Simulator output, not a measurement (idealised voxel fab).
process module | voxel capacitor over wiring
cross-section cut | 295 nm wide | cells 5 nm
A cross-section is a grid of square cells, given in bands from the top down. A band is one or more rows of cells.
Each band's line starts with the height of the band's top and of its bottom, in nm. Then come its materials from left to right, each with its width in nm. One material with "throughout" fills the band from edge to edge. "air" is empty space.
Height 0 is the level under which the wafer as received is all one material. The lowest band goes on downwards, as in "0 down".
A width such as "30 to 40" changes by the same amount from each row of cells to the next, from the band's top row to its bottom row.
"no change" after a step means that no cell of the cross-section changed.
closed voids: empty space of 8 cells or more with no open way to the top, each as width x height at its distance from the left edge, in nm
after a step's settings: what the simulator itself notes on the step
overlay nm, on a step with a mask: how far to the right of its planned place the mask lay; to the left if negative
plan
1 op RECEIVE | material Si
2 op CONFORMAL_DEP | material SiO2 | thk nm 10
3 op CONFORMAL_DEP | material SiCN | thk nm 5
4 op DIRECTIONAL_DEP | material SiO2 | thk nm 25
5 op MASKED_ETCH | tone open | mask id METAL_1 | width nm 20 | pitch nm 85 | etch materials SiO2 | depth nm 25 | overlay nm 0
6 op MASKED_ETCH | tone open | mask id METAL_1 | width nm 20 | pitch nm 85 | etch materials SiCN | depth nm 5 | overlay nm 0
7 op CONFORMAL_DEP | material TiN | thk nm 5
8 op FILL_DEP | material W | thk nm 5
9 op CMP | height nm 40
10 op CONFORMAL_DEP | material SiCN | thk nm 5
11 op DIRECTIONAL_DEP | material lowk | thk nm 10
12 op DIRECTIONAL_DEP | material aC | thk nm 10
13 op PATTERN | tone open | mask id PLUG_1 | material resist | width nm 15 | thk nm 30 | overlay nm 0
14 op DIRECTIONAL_ETCH | etch materials aC | depth nm 10
15 op STRIP | etch materials resist
16 op DIRECTIONAL_ETCH | etch materials lowk | depth nm 10
17 op DIRECTIONAL_ETCH | etch materials SiCN | depth nm 5
18 op STRIP | etch materials aC
19 op EPI | material Ru | thk nm 10
20 op EPI | material Ru | thk nm 5
21 op DIRECTIONAL_DEP | material TiN | thk nm 10
22 op DIRECTIONAL_DEP | material HfO2 | thk nm 5
23 op DIRECTIONAL_DEP | material TiN | thk nm 5
24 op MASKED_ETCH | tone cover | mask id UPPER_PLATE | width nm 70 | etch materials TiN | depth nm 5 | overlay nm 0
25 op MASKED_ETCH | tone cover | mask id UPPER_PLATE | width nm 70 | etch materials HfO2 | depth nm 5 | overlay nm 0
26 op MASKED_ETCH | tone cover | mask id LOWER_PLATE | width nm 80 | etch materials TiN | depth nm 10 | overlay nm 0
27 op FILL_DEP | material SiO2 | thk nm 15
28 op CMP | height nm 85
29 op PATTERN | tone open | mask id PLUG_2 | material resist | width nm 15 | thk nm 20 | overlay nm 0
30 op DIRECTIONAL_ETCH | etch materials SiO2 | depth nm 10
31 op STRIP | etch materials resist
32 op CONFORMAL_DEP | material TiN | thk nm 5
33 op FILL_DEP | material Ru | thk nm 5
34 op CMP | height nm 85
35 op CONFORMAL_DEP | material SiCN | thk nm 5
first wafer, as planned
as received, after step 1
  0 down: Si throughout
  closed voids: none
after step 2
  10 to 0: SiO2 throughout
  below 0: unchanged
after step 3
  15 to 10: SiCN throughout
  below 10: unchanged
after step 4
  40 to 15: SiO2 throughout
  below 15: unchanged
after step 5
  40 to 15: SiO2 95 | air 20 | SiO2 65 | air 20 | SiO2 95
  below 15: unchanged
after step 6
  40 to 15: SiO2 95 | air 20 | SiO2 65 | air 20 | SiO2 95
  15 to 10: SiCN 95 | air 20 | SiCN 65 | air 20 | SiCN 95
  below 10: unchanged
after step 7
  45 to 40: TiN 100 | air 10 | TiN 75 | air 10 | TiN 100
  40 to 15: SiO2 95 | TiN 5 | air 10 | TiN 5 | SiO2 65 | TiN 5 | air 10 | TiN 5 | SiO2 95
  15 to 10: SiCN 95 | TiN 20 | SiCN 65 | TiN 20 | SiCN 95
  below 10: unchanged
after step 8
  50 to 45: W throughout
  45 to 40: TiN 100 | W 10 | TiN 75 | W 10 | TiN 100
  40 to 15: SiO2 95 | TiN 5 | W 10 | TiN 5 | SiO2 65 | TiN 5 | W 10 | TiN 5 | SiO2 95
  below 15: unchanged
after step 9
  40 to 15: SiO2 95 | TiN 5 | W 10 | TiN 5 | SiO2 65 | TiN 5 | W 10 | TiN 5 | SiO2 95
  below 15: unchanged
after step 10
  45 to 40: SiCN throughout
  below 40: unchanged
after step 11
  55 to 45: lowk throughout
  below 45: unchanged
after step 12
  65 to 55: aC throughout
  below 55: unchanged
after step 13
  95 to 65: resist 100 | air 15 | resist 180
  below 65: unchanged
after step 14
  85 to 65: resist 100 | air 15 | resist 180
  65 to 55: aC 100 | air 15 | aC 180
  below 55: unchanged
after step 15
  65 to 55: aC 100 | air 15 | aC 180
  below 55: unchanged
after step 16
  65 to 55: aC 100 | air 15 | aC 180
  55 to 45: lowk 100 | air 15 | lowk 180
  below 45: unchanged
after step 17
  65 to 55: aC 100 | air 15 | aC 180
  55 to 45: lowk 100 | air 15 | lowk 180
  45 to 40: SiCN 100 | air 15 | SiCN 180
  below 40: unchanged
after step 18
  55 to 45: lowk 100 | air 15 | lowk 180
  below 45: unchanged
after step 19
  55 to 50: lowk 100 | air 15 | lowk 180
  50 to 45: lowk 100 | Ru 15 | lowk 180
  45 to 40: SiCN 100 | Ru 15 | SiCN 180
  below 40: unchanged
after step 20
  55 to 45: lowk 100 | Ru 15 | lowk 180
  below 45: unchanged
after step 21
  65 to 55: TiN throughout
  below 55: unchanged
after step 22
  70 to 65: HfO2 throughout
  below 65: unchanged
after step 23
  75 to 70: TiN throughout
  below 70: unchanged
after step 24
  75 to 70: air 100 | TiN 70 | air 125
  below 70: unchanged
after step 25
  75 to 70: air 100 | TiN 70 | air 125
  70 to 65: air 100 | HfO2 70 | air 125
  below 65: unchanged
after step 26
  75 to 70: air 100 | TiN 70 | air 125
  70 to 65: air 100 | HfO2 70 | air 125
  65 to 55: air 95 | TiN 80 | air 120
  below 55: unchanged
after step 27
  90 to 75: SiO2 throughout
  75 to 70: SiO2 100 | TiN 70 | SiO2 125
  70 to 65: SiO2 100 | HfO2 70 | SiO2 125
  65 to 55: SiO2 95 | TiN 80 | SiO2 120
  below 55: unchanged
after step 28
  85 to 75: SiO2 throughout
  below 75: unchanged
after step 29
  105 to 85: resist 110 | air 15 | resist 170
  below 85: unchanged
after step 30
  105 to 85: resist 110 | air 15 | resist 170
  85 to 75: SiO2 110 | air 15 | SiO2 170
  below 75: unchanged
after step 31
  85 to 75: SiO2 110 | air 15 | SiO2 170
  below 75: unchanged
after step 32
  90 to 85: TiN 115 | air 5 | TiN 175
  85 to 80: SiO2 110 | TiN 5 | air 5 | TiN 5 | SiO2 170
  80 to 70: SiO2 110 to 100 | TiN 15 to 70 | SiO2 170 to 125
  below 70: unchanged
after step 33
  95 to 90: Ru throughout
  90 to 85: TiN 115 | Ru 5 | TiN 175
  85 to 80: SiO2 110 | TiN 5 | Ru 5 | TiN 5 | SiO2 170
  below 80: unchanged
after step 34
  85 to 80: SiO2 110 | TiN 5 | Ru 5 | TiN 5 | SiO2 170
  below 80: unchanged
after step 35
  90 to 85: SiCN throughout
  below 85: unchanged
second wafer: like start, like plan, one mistake. Through step 12 it matches the first wafer
when step 13 should have ended
  95 to 65: air 100 | resist 15 | air 180
  below 65: unchanged
when step 14 should have ended
  85 to 65: air 100 | resist 15 | air 180
  65 to 55: air 100 | aC 15 | air 180
  below 55: unchanged
when step 15 should have ended
  65 to 55: air 100 | aC 15 | air 180
  below 55: unchanged
when step 16 should have ended
  65 to 55: air 100 | aC 15 | air 180
  55 to 45: air 100 | lowk 15 | air 180
  below 45: unchanged
when step 17 should have ended
  65 to 55: air 100 | aC 15 | air 180
  55 to 45: air 100 | lowk 15 | air 180
  45 to 40: air 100 | SiCN 15 | air 180
  below 40: unchanged
when step 18 should have ended
  55 to 45: air 100 | lowk 15 | air 180
  below 45: unchanged
when step 19 should have ended
  55 to 50: air 100 | lowk 15 | air 180
  50 to 45: air 85 | Ru 15 | lowk 15 | air 55 | Ru 40 | air 85
  45 to 40: air 85 | Ru 15 | SiCN 15 | air 55 | Ru 40 | air 85
  below 40: unchanged
when step 20 should have ended
  55 to 45: air 80 | Ru 20 | lowk 15 | air 50 | Ru 50 | air 80
  45 to 40: air 80 | Ru 20 | SiCN 15 | air 50 | Ru 50 | air 80
  below 40: unchanged
when step 21 should have ended
  65 to 55: air 80 | TiN 35 | air 50 | TiN 50 | air 80
  55 to 50: air 80 | Ru 20 | lowk 15 | air 50 | Ru 50 | air 80
  50 to 45: TiN 80 | Ru 20 | lowk 15 | TiN 50 | Ru 50 | TiN 80
  45 to 40: TiN 80 | Ru 20 | SiCN 15 | TiN 50 | Ru 50 | TiN 80
  below 40: unchanged
when step 22 should have ended
  70 to 65: air 80 | HfO2 35 | air 50 | HfO2 50 | air 80
  65 to 55: air 80 | TiN 35 | air 50 | TiN 50 | air 80
  55 to 50: HfO2 80 | Ru 20 | lowk 15 | HfO2 50 | Ru 50 | HfO2 80
  below 50: unchanged
when step 23 should have ended
  75 to 70: air 80 | TiN 35 | air 50 | TiN 50 | air 80
  70 to 65: air 80 | HfO2 35 | air 50 | HfO2 50 | air 80
  65 to 60: air 80 | TiN 35 | air 50 | TiN 50 | air 80
  60 to 55: TiN throughout
  below 55: unchanged
when step 24 should have ended
  75 to 70: air 100 | TiN 15 | air 50 | TiN 5 | air 125
  70 to 65: air 80 | HfO2 35 | air 50 | HfO2 50 | air 80
  65 to 60: air 80 | TiN 35 | air 50 | TiN 50 | air 80
  60 to 55: air 80 | TiN 135 | air 80
  below 55: unchanged
when step 25 should have ended
  75 to 70: air 100 | TiN 15 | air 50 | TiN 5 | air 125
  70 to 65: air 100 | HfO2 15 | air 50 | HfO2 5 | air 125
  65 to 60: air 80 | TiN 35 | air 50 | TiN 50 | air 80
  60 to 55: air 80 | TiN 135 | air 80
  55 to 50: air 80 | Ru 20 | lowk 15 | HfO2 50 | Ru 50 | air 80
  below 50: unchanged
when step 26 should have ended
  75 to 70: air 100 | TiN 15 | air 50 | TiN 5 | air 125
  70 to 65: air 100 | HfO2 15 | air 50 | HfO2 5 | air 125
  65 to 60: air 95 | TiN 20 | air 50 | TiN 10 | air 120
  60 to 55: air 95 | TiN 80 | air 120
  55 to 50: air 80 | Ru 20 | lowk 15 | HfO2 50 | Ru 50 | air 80
  50 to 45: air 80 | Ru 20 | lowk 15 | TiN 50 | Ru 50 | air 80
  45 to 40: air 80 | Ru 20 | SiCN 15 | TiN 50 | Ru 50 | air 80
  below 40: unchanged
when step 27 should have ended
  90 to 75: SiO2 throughout
  75 to 70: SiO2 100 | TiN 15 | SiO2 50 | TiN 5 | SiO2 125
  70 to 65: SiO2 100 | HfO2 15 | SiO2 50 | HfO2 5 | SiO2 125
  65 to 60: SiO2 95 | TiN 20 | SiO2 50 | TiN 10 | SiO2 120
  60 to 55: SiO2 95 | TiN 80 | SiO2 120
  55 to 50: SiO2 80 | Ru 20 | lowk 15 | HfO2 50 | Ru 50 | SiO2 80
  50 to 45: SiO2 80 | Ru 20 | lowk 15 | TiN 50 | Ru 50 | SiO2 80
  45 to 40: SiO2 80 | Ru 20 | SiCN 15 | TiN 50 | Ru 50 | SiO2 80
  below 40: unchanged
when step 28 should have ended
  85 to 75: SiO2 throughout
  below 75: unchanged
when step 29 should have ended
  105 to 85: resist 110 | air 15 | resist 170
  below 85: unchanged
when step 30 should have ended
  105 to 85: resist 110 | air 15 | resist 170
  85 to 75: SiO2 110 | air 15 | SiO2 170
  below 75: unchanged
when step 31 should have ended
  85 to 75: SiO2 110 | air 15 | SiO2 170
  below 75: unchanged
when step 32 should have ended
  90 to 85: TiN 115 | air 5 | TiN 175
  85 to 80: SiO2 110 | TiN 5 | air 5 | TiN 5 | SiO2 170
  80 to 75: SiO2 110 | TiN 15 | SiO2 170
  below 75: unchanged
when step 33 should have ended
  95 to 90: Ru throughout
  90 to 85: TiN 115 | Ru 5 | TiN 175
  85 to 80: SiO2 110 | TiN 5 | Ru 5 | TiN 5 | SiO2 170
  below 80: unchanged
when step 34 should have ended
  85 to 80: SiO2 110 | TiN 5 | Ru 5 | TiN 5 | SiO2 170
  below 80: unchanged
when step 35 should have ended
  90 to 85: SiCN throughout
  below 85: unchanged
what went wrong: step 13 ran as: op PATTERN | tone cover | mask id PLUG_1 | material resist | width nm 15 | thk nm 30 | overlay nm 0
at the end the second wafer has, in cells: 33 more of Ru | 53 fewer of SiCN | 126 more of SiO2 | 106 fewer of lowk
